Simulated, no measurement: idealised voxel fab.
Documented hereafter: the process module known as voxel gate over fins.
FYI the section here is cut, 255 nm wide, cells are 5 nm squares.
A cross-section is a grid of square cells, given in bands from the top down. A band is one or more rows of cells. It is stipulated that each band's entry specify, in nanometres, the height of the top of the band and then that of its bottom, followed by the materials of the band in left-to-right sequence, each together with its width in nanometres. A single material marked by the word "full width" is understood to fill the band from edge to edge; the word "air" is understood to denote empty space. Note: height 0 marks the level under which the wafer is uniformly one material as received. Lowest band unbounded below, written "0 nm and below". Top row gets the first number, bottom row gets the second, and each row in between changes by the same step: that is how a band width like "30 to 40" works. No cell of the cross-section changed in a step that is given as "no modification". Closed-off voids of 8+ cells (no open route to the top) go in "Catalogued sealed voids", written width x height at distance from the left edge, in nm. Step line, after settings: the simulator's comment on this step. Regarding "overlay nm": on a step with a mask, it is the distance the mask lay to the right of its planned place; a negative value places it to the left.

Steps planned for the process:
- 1: RECEIVE, material Si
- 2: CONFORMAL_DEP, material SiN, thk nm 5
- 3: MASKED_ETCH, tone cover, mask id FINS, width nm 15, pitch nm 50, etch materials SiN, depth nm 5, overlay nm 0
- 4: MASKED_ETCH, tone cover, mask id FINS, width nm 15, pitch nm 50, etch materials Si, depth nm 30, overlay nm 0
- 5: FILL_DEP, material SiO2, thk nm 10
- 6: CMP, height nm 5
- 7: MASKED_ETCH, tone open, mask id RAIL, width nm 15, etch materials SiO2, depth nm 30, overlay nm 0
- 8: CONFORMAL_DEP, material TiN, thk nm 5
- 9: FILL_DEP, material Ru, thk nm 5
- 10: CMP, height nm 5
- 11: SELECTIVE_ETCH, etch materials W Ru TiN, depth nm 20
- 12: FILL_DEP, material SiO2, thk nm 5
- 13: CMP, height nm 5
- 14: SELECTIVE_ETCH, etch materials SiO2, depth nm 15
- 15: STRIP, etch materials SiN
- 16: CONFORMAL_DEP, material HfO2, thk nm 5
- 17: CONFORMAL_DEP, material TiN, thk nm 5
- 18: CONFORMAL_DEP, material TiAl, thk nm 5
- 19: CONFORMAL_DEP, material TiN, thk nm 5
- 20: FILL_DEP, material W, thk nm 10
- 21: CMP, height nm 25
- 22: CONFORMAL_DEP, material SiCN, thk nm 5

The first of a set of two wafers, run to plan:

Cross-section of the incoming wafer, state after step 1:
> 0 nm and below = Si full width
> Catalogued sealed voids: none

So this is the wafer cross-section right after step 2:
> 5 nm to 0 nm = SiN full width
> Below a height of 0, the structure has not been altered.

So this is the wafer cross-section right after step 3:
> 5 nm to 0 nm = air: 70 | SiN: 15 | air: 35 | SiN: 15 | air: 35 | SiN: 15 | air: 70
> Below a height of 0, the structure has not been altered.

So this is the wafer cross-section right after step 4:
> 5 nm to 0 nm = air: 70 | SiN: 15 | air: 35 | SiN: 15 | air: 35 | SiN: 15 | air: 70
> 0 nm to -30 nm = air: 70 | Si: 15 | air: 35 | Si: 15 | air: 35 | Si: 15 | air: 70
> Below a height of -30, the structure has not been altered.

So this is the wafer cross-section right after step 5:
> 15 nm to 5 nm = SiO2 full width
> 5 nm to 0 nm = SiO2: 70 | SiN: 15 | SiO2: 35 | SiN: 15 | SiO2: 35 | SiN: 15 | SiO2: 70
> 0 nm to -30 nm = SiO2: 70 | Si: 15 | SiO2: 35 | Si: 15 | SiO2: 35 | Si: 15 | SiO2: 70
> Below a height of -30, the structure has not been altered.

So this is the wafer cross-section right after step 6:
> 5 nm to 0 nm = SiO2: 70 | SiN: 15 | SiO2: 35 | SiN: 15 | SiO2: 35 | SiN: 15 | SiO2: 70
> Below a height of 0, the structure has not been altered.

So this is the wafer cross-section right after step 7:
> 5 nm to 0 nm = SiO2: 70 | SiN: 15 | SiO2: 10 | air: 15 | SiO2: 10 | SiN: 15 | SiO2: 35 | SiN: 15 | SiO2: 70
> 0 nm to -25 nm = SiO2: 70 | Si: 15 | SiO2: 10 | air: 15 | SiO2: 10 | Si: 15 | SiO2: 35 | Si: 15 | SiO2: 70
> Below a height of -25, the structure has not been altered.

So this is the wafer cross-section right after step 8:
> 10 nm to 5 nm = TiN: 100 | air: 5 | TiN: 150
> 5 nm to 0 nm = SiO2: 70 | SiN: 15 | SiO2: 10 | TiN: 5 | air: 5 | TiN: 5 | SiO2: 10 | SiN: 15 | SiO2: 35 | SiN: 15 | SiO2: 70
> 0 nm to -20 nm = SiO2: 70 | Si: 15 | SiO2: 10 | TiN: 5 | air: 5 | TiN: 5 | SiO2: 10 | Si: 15 | SiO2: 35 | Si: 15 | SiO2: 70
> -20 nm to -25 nm = SiO2: 70 | Si: 15 | SiO2: 10 | TiN: 15 | SiO2: 10 | Si: 15 | SiO2: 35 | Si: 15 | SiO2: 70
> Below a height of -25, the structure has not been altered.

So this is the wafer cross-section right after step 9:
> 15 nm to 10 nm = Ru full width
> 10 nm to 5 nm = TiN: 100 | Ru: 5 | TiN: 150
> 5 nm to 0 nm = SiO2: 70 | SiN: 15 | SiO2: 10 | TiN: 5 | Ru: 5 | TiN: 5 | SiO2: 10 | SiN: 15 | SiO2: 35 | SiN: 15 | SiO2: 70
> 0 nm to -20 nm = SiO2: 70 | Si: 15 | SiO2: 10 | TiN: 5 | Ru: 5 | TiN: 5 | SiO2: 10 | Si: 15 | SiO2: 35 | Si: 15 | SiO2: 70
> Below a height of -20, the structure has not been altered.

So this is the wafer cross-section right after step 10:
> 5 nm to 0 nm = SiO2: 70 | SiN: 15 | SiO2: 10 | TiN: 5 | Ru: 5 | TiN: 5 | SiO2: 10 | SiN: 15 | SiO2: 35 | SiN: 15 | SiO2: 70
> Below a height of 0, the structure has not been altered.

So this is the wafer cross-section right after step 11:
> 5 nm to 0 nm = SiO2: 70 | SiN: 15 | SiO2: 10 | air: 15 | SiO2: 10 | SiN: 15 | SiO2: 35 | SiN: 15 | SiO2: 70
> 0 nm to -15 nm = SiO2: 70 | Si: 15 | SiO2: 10 | air: 15 | SiO2: 10 | Si: 15 | SiO2: 35 | Si: 15 | SiO2: 70
> Below a height of -15, the structure has not been altered.

So this is the wafer cross-section right after step 12:
> 10 nm to 5 nm = SiO2 full width
> 5 nm to 0 nm = SiO2: 70 | SiN: 15 | SiO2: 35 | SiN: 15 | SiO2: 35 | SiN: 15 | SiO2: 70
> 0 nm to -15 nm = SiO2: 70 | Si: 15 | SiO2: 35 | Si: 15 | SiO2: 35 | Si: 15 | SiO2: 70
> Below a height of -15, the structure has not been altered.

So this is the wafer cross-section right after step 13:
> 5 nm to 0 nm = SiO2: 70 | SiN: 15 | SiO2: 35 | SiN: 15 | SiO2: 35 | SiN: 15 | SiO2: 70
> Below a height of 0, the structure has not been altered.

So this is the wafer cross-section right after step 14:
> 5 nm to 0 nm = air: 70 | SiN: 15 | air: 35 | SiN: 15 | air: 35 | SiN: 15 | air: 70
> 0 nm to -10 nm = air: 70 | Si: 15 | air: 35 | Si: 15 | air: 35 | Si: 15 | air: 70
> Below a height of -10, the structure has not been altered.

So this is the wafer cross-section right after step 15:
> 0 nm to -10 nm = air: 70 | Si: 15 | air: 35 | Si: 15 | air: 35 | Si: 15 | air: 70
> Below a height of -10, the structure has not been altered.

So this is the wafer cross-section right after step 16:
> 5 nm to 0 nm = air: 65 | HfO2: 25 | air: 25 | HfO2: 25 | air: 25 | HfO2: 25 | air: 65
> 0 nm to -5 nm = air: 65 | HfO2: 5 | Si: 15 | HfO2: 5 | air: 25 | HfO2: 5 | Si: 15 | HfO2: 5 | air: 25 | HfO2: 5 | Si: 15 | HfO2: 5 | air: 65
> -5 nm to -10 nm = HfO2: 70 | Si: 15 | HfO2: 35 | Si: 15 | HfO2: 35 | Si: 15 | HfO2: 70
> Below a height of -10, the structure has not been altered.

So this is the wafer cross-section right after step 17:
> 10 nm to 5 nm = air: 60 | TiN: 35 | air: 15 | TiN: 35 | air: 15 | TiN: 35 | air: 60
> 5 nm to 0 nm = air: 60 | TiN: 5 | HfO2: 25 | TiN: 5 | air: 15 | TiN: 5 | HfO2: 25 | TiN: 5 | air: 15 | TiN: 5 | HfO2: 25 | TiN: 5 | air: 60
> 0 nm to -5 nm = TiN: 65 | HfO2: 5 | Si: 15 | HfO2: 5 | TiN: 25 | HfO2: 5 | Si: 15 | HfO2: 5 | TiN: 25 | HfO2: 5 | Si: 15 | HfO2: 5 | TiN: 65
> Below a height of -5, the structure has not been altered.

So this is the wafer cross-section right after step 18:
> 15 nm to 10 nm = air: 55 | TiAl: 45 | air: 5 | TiAl: 45 | air: 5 | TiAl: 45 | air: 55
> 10 nm to 5 nm = air: 55 | TiAl: 5 | TiN: 35 | TiAl: 5 | air: 5 | TiAl: 5 | TiN: 35 | TiAl: 5 | air: 5 | TiAl: 5 | TiN: 35 | TiAl: 5 | air: 55
> 5 nm to 0 nm = TiAl: 60 | TiN: 5 | HfO2: 25 | TiN: 5 | TiAl: 15 | TiN: 5 | HfO2: 25 | TiN: 5 | TiAl: 15 | TiN: 5 | HfO2: 25 | TiN: 5 | TiAl: 60
> Below a height of 0, the structure has not been altered.

So this is the wafer cross-section right after step 19:
> 20 nm to 15 nm = air: 50 | TiN: 155 | air: 50
> 15 nm to 10 nm = air: 50 | TiN: 5 | TiAl: 45 | TiN: 5 | TiAl: 45 | TiN: 5 | TiAl: 45 | TiN: 5 | air: 50
> 10 nm to 5 nm = TiN: 55 | TiAl: 5 | TiN: 35 | TiAl: 5 | TiN: 5 | TiAl: 5 | TiN: 35 | TiAl: 5 | TiN: 5 | TiAl: 5 | TiN: 35 | TiAl: 5 | TiN: 55
> Below a height of 5, the structure has not been altered.

So this is the wafer cross-section right after step 20:
> 30 nm to 20 nm = W full width
> 20 nm to 15 nm = W: 50 | TiN: 155 | W: 50
> 15 nm to 10 nm = W: 50 | TiN: 5 | TiAl: 45 | TiN: 5 | TiAl: 45 | TiN: 5 | TiAl: 45 | TiN: 5 | W: 50
> Below a height of 10, the structure has not been altered.

So this is the wafer cross-section right after step 21:
> 25 nm to 20 nm = W full width
> Below a height of 20, the structure has not been altered.

So this is the wafer cross-section right after step 22:
> 30 nm to 25 nm = SiCN full width
> Below a height of 25, the structure has not been altered.

The remaining wafer, second of the two, started like the first and was run to the same plan, except that one mistake was made along the way; the two coincide through step 13, inclusive:

Second wafer profile in section, at the moment step 14 of the plan was meant to be complete:
> 5 nm to 0 nm = air: 70 | SiN: 15 | air: 35 | SiN: 15 | air: 35 | SiN: 15 | air: 70
> 0 nm to -15 nm = air: 70 | Si: 15 | air: 35 | Si: 15 | air: 35 | Si: 15 | air: 70
> -15 nm to -20 nm = air: 70 | Si: 15 | air: 10 | TiN: 5 | Ru: 5 | TiN: 5 | air: 10 | Si: 15 | air: 35 | Si: 15 | air: 70
> -20 nm to -25 nm = air: 70 | Si: 15 | air: 10 | TiN: 15 | air: 10 | Si: 15 | air: 35 | Si: 15 | air: 70
> Below a height of -25, the structure has not been altered.

Second wafer profile in section, at the moment step 15 of the plan was meant to be complete:
> 0 nm to -15 nm = air: 70 | Si: 15 | air: 35 | Si: 15 | air: 35 | Si: 15 | air: 70
> Below a height of -15, the structure has not been altered.

Second wafer profile in section, at the moment step 16 of the plan was meant to be complete:
> 5 nm to 0 nm = air: 65 | HfO2: 25 | air: 25 | HfO2: 25 | air: 25 | HfO2: 25 | air: 65
> 0 nm to -10 nm = air: 65 | HfO2: 5 | Si: 15 | HfO2: 5 | air: 25 | HfO2: 5 | Si: 15 | HfO2: 5 | air: 25 | HfO2: 5 | Si: 15 | HfO2: 5 | air: 65
> -10 nm to -15 nm = air: 65 | HfO2: 5 | Si: 15 | HfO2: 35 | Si: 15 | HfO2: 5 | air: 25 | HfO2: 5 | Si: 15 | HfO2: 5 | air: 65
> -15 nm to -20 nm = air: 65 | HfO2: 5 | Si: 15 | HfO2: 10 | TiN: 5 | Ru: 5 | TiN: 5 | HfO2: 10 | Si: 15 | HfO2: 5 | air: 25 | HfO2: 5 | Si: 15 | HfO2: 5 | air: 65
> -20 nm to -25 nm = HfO2: 70 | Si: 15 | HfO2: 10 | TiN: 15 | HfO2: 10 | Si: 15 | HfO2: 35 | Si: 15 | HfO2: 70
> Below a height of -25, the structure has not been altered.

Second wafer profile in section, at the moment step 17 of the plan was meant to be complete:
> 10 nm to 5 nm = air: 60 | TiN: 35 | air: 15 | TiN: 35 | air: 15 | TiN: 35 | air: 60
> 5 nm to 0 nm = air: 60 | TiN: 5 | HfO2: 25 | TiN: 5 | air: 15 | TiN: 5 | HfO2: 25 | TiN: 5 | air: 15 | TiN: 5 | HfO2: 25 | TiN: 5 | air: 60
> 0 nm to -5 nm = air: 60 | TiN: 5 | HfO2: 5 | Si: 15 | HfO2: 5 | TiN: 5 | air: 15 | TiN: 5 | HfO2: 5 | Si: 15 | HfO2: 5 | TiN: 5 | air: 15 | TiN: 5 | HfO2: 5 | Si: 15 | HfO2: 5 | TiN: 5 | air: 60
> -5 nm to -10 nm = air: 60 | TiN: 5 | HfO2: 5 | Si: 15 | HfO2: 5 | TiN: 25 | HfO2: 5 | Si: 15 | HfO2: 5 | TiN: 5 | air: 15 | TiN: 5 | HfO2: 5 | Si: 15 | HfO2: 5 | TiN: 5 | air: 60
> -10 nm to -15 nm = air: 60 | TiN: 5 | HfO2: 5 | Si: 15 | HfO2: 35 | Si: 15 | HfO2: 5 | TiN: 5 | air: 15 | TiN: 5 | HfO2: 5 | Si: 15 | HfO2: 5 | TiN: 5 | air: 60
> -15 nm to -20 nm = TiN: 65 | HfO2: 5 | Si: 15 | HfO2: 10 | TiN: 5 | Ru: 5 | TiN: 5 | HfO2: 10 | Si: 15 | HfO2: 5 | TiN: 25 | HfO2: 5 | Si: 15 | HfO2: 5 | TiN: 65
> Below a height of -20, the structure has not been altered.

Second wafer profile in section, at the moment step 18 of the plan was meant to be complete:
> 15 nm to 10 nm = air: 55 | TiAl: 45 | air: 5 | TiAl: 45 | air: 5 | TiAl: 45 | air: 55
> 10 nm to 5 nm = air: 55 | TiAl: 5 | TiN: 35 | TiAl: 5 | air: 5 | TiAl: 5 | TiN: 35 | TiAl: 5 | air: 5 | TiAl: 5 | TiN: 35 | TiAl: 5 | air: 55
> 5 nm to 0 nm = air: 55 | TiAl: 5 | TiN: 5 | HfO2: 25 | TiN: 5 | TiAl: 5 | air: 5 | TiAl: 5 | TiN: 5 | HfO2: 25 | TiN: 5 | TiAl: 5 | air: 5 | TiAl: 5 | TiN: 5 | HfO2: 25 | TiN: 5 | TiAl: 5 | air: 55
> 0 nm to -5 nm = air: 55 | TiAl: 5 | TiN: 5 | HfO2: 5 | Si: 15 | HfO2: 5 | TiN: 5 | TiAl: 15 | TiN: 5 | HfO2: 5 | Si: 15 | HfO2: 5 | TiN: 5 | TiAl: 5 | air: 5 | TiAl: 5 | TiN: 5 | HfO2: 5 | Si: 15 | HfO2: 5 | TiN: 5 | TiAl: 5 | air: 55
> -5 nm to -10 nm = air: 55 | TiAl: 5 | TiN: 5 | HfO2: 5 | Si: 15 | HfO2: 5 | TiN: 25 | HfO2: 5 | Si: 15 | HfO2: 5 | TiN: 5 | TiAl: 5 | air: 5 | TiAl: 5 | TiN: 5 | HfO2: 5 | Si: 15 | HfO2: 5 | TiN: 5 | TiAl: 5 | air: 55
> -10 nm to -15 nm = TiAl: 60 | TiN: 5 | HfO2: 5 | Si: 15 | HfO2: 35 | Si: 15 | HfO2: 5 | TiN: 5 | TiAl: 15 | TiN: 5 | HfO2: 5 | Si: 15 | HfO2: 5 | TiN: 5 | TiAl: 60
> Below a height of -15, the structure has not been altered.

Second wafer profile in section, at the moment step 19 of the plan was meant to be complete:
> 20 nm to 15 nm = air: 50 | TiN: 155 | air: 50
> 15 nm to 10 nm = air: 50 | TiN: 5 | TiAl: 45 | TiN: 5 | TiAl: 45 | TiN: 5 | TiAl: 45 | TiN: 5 | air: 50
> 10 nm to 5 nm = air: 50 | TiN: 5 | TiAl: 5 | TiN: 35 | TiAl: 5 | TiN: 5 | TiAl: 5 | TiN: 35 | TiAl: 5 | TiN: 5 | TiAl: 5 | TiN: 35 | TiAl: 5 | TiN: 5 | air: 50
> 5 nm to 0 nm = air: 50 | TiN: 5 | TiAl: 5 | TiN: 5 | HfO2: 25 | TiN: 5 | TiAl: 5 | TiN: 5 | TiAl: 5 | TiN: 5 | HfO2: 25 | TiN: 5 | TiAl: 5 | TiN: 5 | TiAl: 5 | TiN: 5 | HfO2: 25 | TiN: 5 | TiAl: 5 | TiN: 5 | air: 50
> 0 nm to -5 nm = air: 50 | TiN: 5 | TiAl: 5 | TiN: 5 | HfO2: 5 | Si: 15 | HfO2: 5 | TiN: 5 | TiAl: 15 | TiN: 5 | HfO2: 5 | Si: 15 | HfO2: 5 | TiN: 5 | TiAl: 5 | TiN: 5 | TiAl: 5 | TiN: 5 | HfO2: 5 | Si: 15 | HfO2: 5 | TiN: 5 | TiAl: 5 | TiN: 5 | air: 50
> -5 nm to -10 nm = TiN: 55 | TiAl: 5 | TiN: 5 | HfO2: 5 | Si: 15 | HfO2: 5 | TiN: 25 | HfO2: 5 | Si: 15 | HfO2: 5 | TiN: 5 | TiAl: 5 | TiN: 5 | TiAl: 5 | TiN: 5 | HfO2: 5 | Si: 15 | HfO2: 5 | TiN: 5 | TiAl: 5 | TiN: 55
> Below a height of -10, the structure has not been altered.

Second wafer profile in section, at the moment step 20 of the plan was meant to be complete:
> 30 nm to 20 nm = W full width
> 20 nm to 15 nm = W: 50 | TiN: 155 | W: 50
> 15 nm to 10 nm = W: 50 | TiN: 5 | TiAl: 45 | TiN: 5 | TiAl: 45 | TiN: 5 | TiAl: 45 | TiN: 5 | W: 50
> 10 nm to 5 nm = W: 50 | TiN: 5 | TiAl: 5 | TiN: 35 | TiAl: 5 | TiN: 5 | TiAl: 5 | TiN: 35 | TiAl: 5 | TiN: 5 | TiAl: 5 | TiN: 35 | TiAl: 5 | TiN: 5 | W: 50
> 5 nm to 0 nm = W: 50 | TiN: 5 | TiAl: 5 | TiN: 5 | HfO2: 25 | TiN: 5 | TiAl: 5 | TiN: 5 | TiAl: 5 | TiN: 5 | HfO2: 25 | TiN: 5 | TiAl: 5 | TiN: 5 | TiAl: 5 | TiN: 5 | HfO2: 25 | TiN: 5 | TiAl: 5 | TiN: 5 | W: 50
> 0 nm to -5 nm = W: 50 | TiN: 5 | TiAl: 5 | TiN: 5 | HfO2: 5 | Si: 15 | HfO2: 5 | TiN: 5 | TiAl: 15 | TiN: 5 | HfO2: 5 | Si: 15 | HfO2: 5 | TiN: 5 | TiAl: 5 | TiN: 5 | TiAl: 5 | TiN: 5 | HfO2: 5 | Si: 15 | HfO2: 5 | TiN: 5 | TiAl: 5 | TiN: 5 | W: 50
> Below a height of -5, the structure has not been altered.

Second wafer profile in section, at the moment step 21 of the plan was meant to be complete:
> 25 nm to 20 nm = W full width
> Below a height of 20, the structure has not been altered.

Second wafer profile in section, at the moment step 22 of the plan was meant to be complete:
> 30 nm to 25 nm = SiCN full width
> Below a height of 25, the structure has not been altered.
It is concluded that the wafer was processed incorrectly with respect to the plan, in that step 14 was run twice
Per the end-of-run cell counts, the second wafer holds more or fewer of some materials than the first: HfO2: 22 more, SiO2: 120 fewer, TiAl: 14 more, TiN: 24 more, W: 60 more
